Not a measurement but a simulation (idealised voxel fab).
The following is a process module called voxel tone inversion.
Section shown: cut. Width: 300 nm. Cell size: 5 nm, square.
Format of a cross-section: grid, square cells. Given as bands. Order: top down. Band: one or more rows of cells.
Per band: top height and bottom height in nm, followed by the left-to-right materials and their widths in nm; "all across" marks a single material spanning edge to edge, "blank" marks empty space.
Measure heights from 0. That's the level where, below it, the as-received wafer is all one material. The lowest band is bottomless and extends downward; write it as in "0 -> down".
With a width like "30 to 40", each row of cells in the band differs from the next by the same amount, the top row carrying the first number and the bottom row the second.
The cross-section has no changed cell in any step marked "remains unaltered".
For the entry "Listed closed voids", the listed items are empty spaces with no open way to the top whose size is 8 cells or more; each item follows the pattern width x height at distance, where distance is from the left edge and all three are in nm.
On a step's line, text after the settings is the simulator commenting on that step.
Regarding "overlay nm": on a step with a mask, it is the distance the mask lay to the right of its planned place; a negative value places it to the left.
### Steps planned for the process
1,RECEIVE: material Si
2,CONFORMAL_DEP: material SiN, thk nm 10
3,DIRECTIONAL_DEP: material aC, thk nm 25
4,PATTERN: tone cover, mask id POSTS, material resist, width nm 20, pitch nm 35, thk nm 35, overlay nm 0
5,DIRECTIONAL_ETCH: etch materials aC, depth nm 25
6,STRIP: etch materials resist
7,FILL_DEP: material SiO2, thk nm 5
8,CMP: height nm 35
9,STRIP: etch materials aC
### Delivered wafer in cross-section: state after step 1
* 0 -> down = Si all across
* Listed closed voids: none
### End-of-module cross-section of the first of two wafers, processed as planned
* 35 -> 10 = SiO2 (120), then blank (20), then SiO2 (15), then blank (20), then SiO2 (125)
* 10 -> 0 = SiN all across
* 0 -> down = Si all across
* Listed closed voids: none
### Cross-section of the latter of the two wafers at module completion. It had an identical start and an identical plan to the former; in running it, one mistake was made
* 35 -> 10 = SiO2 (115), then blank (20), then SiO2 (15), then blank (20), then SiO2 (130)
* 10 -> 0 = SiN all across
* 0 -> down = Si all across
* Listed closed voids: none
It is concluded that the wafer was processed incorrectly with respect to the plan, in that step 4 ran as: PATTERN: tone cover, mask id POSTS, material resist, width nm 20, pitch nm 35, thk nm 35, overlay nm -5
In the final comparison it is observed that the number of cells assigned to each material is identical for the two wafers, whereas their placement is not.
